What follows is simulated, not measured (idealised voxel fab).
process module | voxel self aligned contacts
cross-section cut | 300 nm wide | cells 5 nm
A cross-section is a grid of square cells, given in bands from the top down. A band is one or more rows of cells.
Each band's line starts with the height of the band's top and of its bottom, in nm. Then come its materials from left to right, each with its width in nm. One material with "throughout" fills the band from edge to edge. "air" is empty space.
Height 0 is the level under which the wafer as received is all one material. The lowest band goes on downwards, as in "0 down".
A width such as "30 to 40" changes by the same amount from each row of cells to the next, from the band's top row to its bottom row.
"no change" after a step means that no cell of the cross-section changed.
closed voids: empty space of 8 cells or more with no open way to the top, each as width x height at its distance from the left edge, in nm
after a step's settings: what the simulator itself notes on the step
overlay nm, on a step with a mask: how far to the right of its planned place the mask lay; to the left if negative
plan
1 op RECEIVE | material Si
2 op OXIDIZE | depth nm 5
3 op DIRECTIONAL_DEP | material polySi | thk nm 20
4 op DIRECTIONAL_DEP | material SiN | thk nm 15
5 op PATTERN | tone cover | mask id GATE | material resist | width nm 35 | pitch nm 60 | thk nm 20 | overlay nm 0
6 op DIRECTIONAL_ETCH | etch materials SiN | depth nm 15
7 op DIRECTIONAL_ETCH | etch materials polySi | depth nm 20
8 op STRIP | etch materials resist
9 op CONFORMAL_DEP | material SiN | thk nm 5
10 op DIRECTIONAL_ETCH | etch materials SiN | depth nm 5
11 op FILL_DEP | material SiO2 | thk nm 15
12 op CMP | height nm 45
13 op PATTERN | tone open | mask id CONTACT | material resist | width nm 35 | thk nm 15 | overlay nm 0
14 op DIRECTIONAL_ETCH | etch materials SiO2 | depth nm 50
15 op STRIP | etch materials resist
16 op CONFORMAL_DEP | material TiN | thk nm 5
17 op FILL_DEP | material Ru | thk nm 10
18 op CMP | height nm 45
19 op CONFORMAL_DEP | material SiN | thk nm 5
as received, after step 1
  0 down: Si throughout
  closed voids: none
a wafer at the end: this start, this plan, one mistake
  50 to 45: SiN throughout
  45 to 35: SiO2 120 | TiN 5 to 25 | Ru 25 to 5 | TiN 5 | SiO2 145
  35 to 20: SiO2 95 | SiN 45 | TiN 5 | Ru 5 | TiN 5 | SiN 45 | SiO2 100
  20 to 0: SiO2 95 | SiN 5 | polySi 35 | SiN 5 | TiN 5 | Ru 5 | TiN 5 | SiN 5 | polySi 35 | SiN 5 | SiO2 100
  0 to -5: SiO2 140 | TiN 15 | SiO2 145
  -5 down: Si throughout
  closed voids: none
what went wrong: step 13 ran as: op PATTERN | tone open | mask id CONTACT | material resist | width nm 35 | thk nm 15 | overlay nm -10
